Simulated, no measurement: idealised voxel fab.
Process module name: voxel transistor to metal
It is cross-section cut that appears here, measuring 280 nm in width, its square cells being 5 nm in size.
We lay out every cross-section as a grid of square cells and spell it out in bands from the top down, where one band means one or more rows of cells. Read a band's entry like this: the first values are the height of its top and the height of its bottom in nm, and what follows is the sequence of materials from left to right, each with its width in nm. Note that "air" is empty space, and that a single material marked "full width" reaches across the band from edge to edge. Note: height 0 marks the level under which the wafer is uniformly one material as received. Lowest band unbounded below, written "top 0, no bottom". Top row gets the first number, bottom row gets the second, and each row in between changes by the same step: that is how a band width like "30->40" works. "no modification" -> step changed no cross-section cell. Empty spaces counting at least 8 cells and having no open way to the top are listed in "Closed internal voids". The notation width x height at distance is used for each, the distance being from the left edge and all three values in nm. after a step's settings: what the simulator itself notes on the step. "overlay nm" on a masked step: distance the mask lay right of its planned place, negative for left.

**The following list gives the planned process steps**
1. RECEIVE with material Si
2. OXIDIZE with depth nm 5
3. CONFORMAL_DEP with material SiN, thk nm 15
4. DIRECTIONAL_DEP with material aC, thk nm 10
5. PATTERN with tone cover, mask id ACTIVE, material resist, width nm 100, pitch nm 125, thk nm 30, overlay nm 0
6. DIRECTIONAL_ETCH with etch materials aC, depth nm 10
7. STRIP with etch materials resist
8. DIRECTIONAL_ETCH with etch materials SiN, depth nm 15
9. DIRECTIONAL_ETCH with etch materials SiO2, depth nm 5
10. DIRECTIONAL_ETCH with etch materials Si, depth nm 35
11. STRIP with etch materials aC
12. OXIDIZE with depth nm 5
13. FILL_DEP with material SiO2, thk nm 5
14. CMP with height nm 15
15. SELECTIVE_ETCH with etch materials SiO2, depth nm 15
16. STRIP with etch materials SiN
17. SELECTIVE_ETCH with etch materials SiO2, depth nm 5
18. OXIDIZE with depth nm 5
19. DIRECTIONAL_DEP with material polySi, thk nm 20
20. DIRECTIONAL_DEP with material SiCN, thk nm 15
21. DIRECTIONAL_DEP with material aC, thk nm 10
22. PATTERN with tone cover, mask id GATE, material resist, width nm 20, pitch nm 125, thk nm 30, overlay nm 0
23. DIRECTIONAL_ETCH with etch materials aC, depth nm 10
24. STRIP with etch materials resist
25. DIRECTIONAL_ETCH with etch materials SiCN, depth nm 25
26. DIRECTIONAL_ETCH with etch materials polySi, depth nm 30
27. STRIP with etch materials aC
28. CONFORMAL_DEP with material SiO2, thk nm 5
29. DIRECTIONAL_ETCH with etch materials SiO2, depth nm 5
30. CONFORMAL_DEP with material SiN, thk nm 10
31. DIRECTIONAL_ETCH with etch materials SiN, depth nm 10
32. DIRECTIONAL_ETCH with etch materials SiO2, depth nm 5
33. DIRECTIONAL_ETCH with etch materials Si, depth nm 5
34. EPI with material SiGe, thk nm 10
35. FILL_DEP with material SiO2, thk nm 10
36. CMP with height nm 30
37. DIRECTIONAL_DEP with material SiO2, thk nm 15
38. DIRECTIONAL_DEP with material aC, thk nm 15
39. PATTERN with tone open, mask id CONTACT, material resist, width nm 25, thk nm 35, overlay nm 0
40. DIRECTIONAL_ETCH with etch materials aC, depth nm 15
41. STRIP with etch materials resist
42. DIRECTIONAL_ETCH with etch materials SiO2, depth nm 50
43. STRIP with etch materials aC
44. CONFORMAL_DEP with material TiN, thk nm 5
45. FILL_DEP with material Ru, thk nm 10
46. CMP with height nm 45
47. DIRECTIONAL_DEP with material TiN, thk nm 5
48. DIRECTIONAL_DEP with material Ru, thk nm 15
49. DIRECTIONAL_DEP with material aC, thk nm 10
50. PATTERN with tone cover, mask id METAL_1, material resist, width nm 15, thk nm 25, overlay nm 0
51. DIRECTIONAL_ETCH with etch materials aC, depth nm 10
52. STRIP with etch materials resist
53. DIRECTIONAL_ETCH with etch materials Ru, depth nm 15
54. DIRECTIONAL_ETCH with etch materials TiN, depth nm 5
55. STRIP with etch materials aC
56. CONFORMAL_DEP with material SiCN, thk nm 5
57. FILL_DEP with material lowk, thk nm 10
58. CMP with height nm 65
59. CONFORMAL_DEP with material SiN, thk nm 5

**Wafer at receipt (post step 1), cross-section**
top 0, no bottom = Si full width
Closed internal voids: none

**Result of the module, cross-sectioned: start per above, plan per above, one error in how it was run**
top 70, bottom 65 = SiN full width
top 65, bottom 50 = lowk 30 nm, SiCN 5 nm, Ru 15 nm, SiCN 5 nm, lowk 40 nm, SiCN 5 nm, Ru 15 nm, SiCN 5 nm, lowk 35 nm, SiCN 5 nm, Ru 15 nm, SiCN 5 nm, lowk 40 nm, SiCN 5 nm, Ru 15 nm, SiCN 5 nm, lowk 35 nm
top 50, bottom 45 = SiCN 35 nm, TiN 15 nm, SiCN 50 nm, TiN 15 nm, SiCN 45 nm, TiN 15 nm, SiCN 50 nm, TiN 15 nm, SiCN 40 nm
top 45, bottom 35 = SiO2 35 nm, TiN 5 nm, Ru 15 nm, TiN 5 nm, SiO2 30 nm, TiN 5 nm, Ru 15 nm, TiN 5 nm, SiO2 45 nm, TiN 5 nm, Ru 15 nm, TiN 5 nm, SiO2 30 nm, TiN 5 nm, Ru 15 nm, TiN 5 nm, SiO2 40 nm
top 35, bottom 30 = SiO2 35 nm, TiN 5 nm, Ru 5 nm, TiN 15 nm, SiO2 30 nm, TiN 15 nm, Ru 5 nm, TiN 5 nm, SiO2 45 nm, TiN 5 nm, Ru 5 nm, TiN 15 nm, SiO2 30 nm, TiN 15 nm, Ru 5 nm, TiN 5 nm, SiO2 40 nm
top 30, bottom 20 = SiO2 35 nm, TiN 5 nm, Ru 5 nm, TiN 5 nm, SiN 10 nm, SiO2 5 nm, SiCN 20 nm, SiO2 5 nm, SiN 10 nm, TiN 5 nm, Ru 5 nm, TiN 5 nm, SiO2 45 nm, TiN 5 nm, Ru 5 nm, TiN 5 nm, SiN 10 nm, SiO2 5 nm, SiCN 20 nm, SiO2 5 nm, SiN 10 nm, TiN 5 nm, Ru 5 nm, TiN 5 nm, SiO2 40 nm
top 20, bottom 10 = SiO2 35 nm, TiN 5 nm, Ru 5 nm, TiN 5 nm, SiN 10 nm, SiO2 5 nm, polySi 20 nm, SiO2 5 nm, SiN 10 nm, TiN 5 nm, Ru 5 nm, TiN 5 nm, SiO2 45 nm, TiN 5 nm, Ru 5 nm, TiN 5 nm, SiN 10 nm, SiO2 5 nm, polySi 20 nm, SiO2 5 nm, SiN 10 nm, TiN 5 nm, Ru 5 nm, TiN 5 nm, SiO2 40 nm
top 10, bottom 5 = SiO2 35 nm, TiN 15 nm, SiN 10 nm, SiO2 5 nm, polySi 20 nm, SiO2 5 nm, SiN 10 nm, TiN 15 nm, SiO2 45 nm, TiN 15 nm, SiN 10 nm, SiO2 5 nm, polySi 20 nm, SiO2 5 nm, SiN 10 nm, TiN 15 nm, SiO2 40 nm
top 5, bottom 0 = SiO2 35 nm, TiN 5 nm, SiGe 10 nm, SiN 10 nm, SiO2 5 nm, polySi 20 nm, SiO2 5 nm, SiN 10 nm, SiGe 10 nm, TiN 5 nm, SiO2 45 nm, TiN 5 nm, SiGe 10 nm, SiN 10 nm, SiO2 5 nm, polySi 20 nm, SiO2 5 nm, SiN 10 nm, SiGe 10 nm, TiN 5 nm, SiO2 40 nm
top 0, bottom -5 = SiO2 15 nm, SiN 10 nm, SiGe 25 nm, SiO2 50 nm, SiGe 25 nm, SiN 10 nm, SiO2 5 nm, SiN 10 nm, SiGe 25 nm, SiO2 50 nm, SiGe 25 nm, SiN 10 nm, SiO2 20 nm
top -5, bottom -10 = SiO2 30 nm, SiGe 20 nm, Si 50 nm, SiGe 20 nm, SiO2 35 nm, SiGe 20 nm, Si 50 nm, SiGe 20 nm, SiO2 35 nm
top -10, bottom -45 = SiO2 30 nm, Si 90 nm, SiO2 35 nm, Si 90 nm, SiO2 35 nm
top -45, no bottom = Si full width
Closed internal voids: none
Misprocessing identified: note: step 16 <-> step 17, run order reversed vs plan
